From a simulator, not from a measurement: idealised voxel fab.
process module | voxel capacitor over wiring
cross-section cut | 240 nm wide | cells 5 nm
A cross-section is a grid of square cells, given in bands from the top down. A band is one or more rows of cells.
Each band's line starts with the height of the band's top and of its bottom, in nm. Then come its materials from left to right, each with its width in nm. One material with "throughout" fills the band from edge to edge. "air" is empty space.
Height 0 is the level under which the wafer as received is all one material. The lowest band goes on downwards, as in "0 down".
A width such as "30 to 40" changes by the same amount from each row of cells to the next, from the band's top row to its bottom row.
"no change" after a step means that no cell of the cross-section changed.
closed voids: empty space of 8 cells or more with no open way to the top, each as width x height at its distance from the left edge, in nm
after a step's settings: what the simulator itself notes on the step
overlay nm, on a step with a mask: how far to the right of its planned place the mask lay; to the left if negative
plan
1 op RECEIVE | material Si
2 op CONFORMAL_DEP | material SiO2 | thk nm 15
3 op DIRECTIONAL_DEP | material TiN | thk nm 5
4 op DIRECTIONAL_DEP | material W | thk nm 25
5 op MASKED_ETCH | tone cover | mask id METAL_1 | width nm 20 | pitch nm 80 | etch materials W | depth nm 25 | overlay nm 0
6 op MASKED_ETCH | tone cover | mask id METAL_1 | width nm 20 | pitch nm 80 | etch materials TiN | depth nm 5 | overlay nm 0
7 op CONFORMAL_DEP | material SiN | thk nm 5
8 op FILL_DEP | material lowk | thk nm 10
9 op CMP | height nm 45
10 op CONFORMAL_DEP | material SiCN | thk nm 5
11 op DIRECTIONAL_DEP | material SiO2 | thk nm 10
12 op MASKED_ETCH | tone open | mask id PLUG_1 | width nm 15 | etch materials SiO2 | depth nm 10 | overlay nm 0
13 op MASKED_ETCH | tone open | mask id PLUG_1 | width nm 15 | etch materials SiCN | depth nm 5 | overlay nm 0
14 op EPI | material Ru | thk nm 10
15 op EPI | material Ru | thk nm 5
16 op DIRECTIONAL_DEP | material TiN | thk nm 5
17 op DIRECTIONAL_DEP | material Al2O3 | thk nm 5
18 op DIRECTIONAL_DEP | material TiN | thk nm 10
19 op PATTERN | tone cover | mask id UPPER_PLATE | material resist | width nm 65 | thk nm 20 | overlay nm 0
20 op DIRECTIONAL_ETCH | etch materials TiN | depth nm 10
21 op DIRECTIONAL_ETCH | etch materials Al2O3 | depth nm 5
22 op STRIP | etch materials resist
23 op PATTERN | tone cover | mask id LOWER_PLATE | material resist | width nm 75 | thk nm 15 | overlay nm 0
24 op DIRECTIONAL_ETCH | etch materials TiN | depth nm 5
25 op STRIP | etch materials resist
26 op FILL_DEP | material SiO2 | thk nm 15
27 op CMP | height nm 90
28 op PATTERN | tone open | mask id PLUG_2 | material resist | width nm 15 | thk nm 20 | overlay nm 0
29 op DIRECTIONAL_ETCH | etch materials SiO2 | depth nm 10
30 op STRIP | etch materials resist
31 op CONFORMAL_DEP | material TiN | thk nm 5
32 op FILL_DEP | material Cu | thk nm 10
33 op CMP | height nm 90
34 op CONFORMAL_DEP | material SiN | thk nm 5
varied across the wafers: width nm of step 12. The plan shows the first wafer's value. All wafers start alike
first wafer as received, after step 1
  0 down: Si throughout
  closed voids: none
first wafer at the end, after step 34
  95 to 90: SiN throughout
  90 to 85: SiO2 85 | TiN 5 | Cu 5 | TiN 5 | SiO2 140
  85 to 80: SiO2 85 | TiN 15 | SiO2 140
  80 to 70: SiO2 75 | TiN 65 | SiO2 100
  70 to 65: SiO2 75 | Al2O3 65 | SiO2 100
  65 to 60: SiO2 70 | TiN 75 | SiO2 95
  60 to 50: SiO2 75 | Ru 15 | SiO2 150
  50 to 45: SiCN 75 | Ru 15 | SiCN 150
  45 to 20: lowk 65 | SiN 5 | W 20 | SiN 5 | lowk 50 | SiN 5 | W 20 | SiN 5 | lowk 65
  20 to 15: SiN 70 | TiN 20 | SiN 60 | TiN 20 | SiN 70
  15 to 0: SiO2 throughout
  0 down: Si throughout
  closed voids: none
last wafer at the end
  95 to 90: SiN throughout
  90 to 85: SiO2 85 | TiN 5 | Cu 5 | TiN 5 | SiO2 140
  85 to 80: SiO2 85 | TiN 15 | SiO2 140
  80 to 70: SiO2 75 | TiN 65 | SiO2 100
  70 to 65: SiO2 75 | Al2O3 65 | SiO2 100
  65 to 60: SiO2 70 | TiN 75 | SiO2 95
  60 to 50: SiO2 70 | Ru 30 | SiO2 140
  50 to 45: SiCN 75 | Ru 15 | SiCN 150
  45 to 20: lowk 65 | SiN 5 | W 20 | SiN 5 | lowk 50 | SiN 5 | W 20 | SiN 5 | lowk 65
  20 to 15: SiN 70 | TiN 20 | SiN 60 | TiN 20 | SiN 70
  15 to 0: SiO2 throughout
  0 down: Si throughout
  closed voids: none
each wafer at the end: cells of each material gained (+) or lost (-) since it was received, then its closed voids
width nm 15 | +13 Al2O3 | +1 Cu | +9 Ru | +45 SiCN | +108 SiN | +462 SiO2 | +54 TiN | +40 W | +180 lowk | closed voids: none
width nm 20 | +13 Al2O3 | +1 Cu | +11 Ru | +45 SiCN | +108 SiN | +460 SiO2 | +54 TiN | +40 W | +180 lowk | closed voids: none
width nm 25 | +13 Al2O3 | +1 Cu | +13 Ru | +45 SiCN | +108 SiN | +458 SiO2 | +54 TiN | +40 W | +180 lowk | closed voids: none
width nm 30 | +13 Al2O3 | +1 Cu | +15 Ru | +45 SiCN | +108 SiN | +456 SiO2 | +54 TiN | +40 W | +180 lowk | closed voids: none
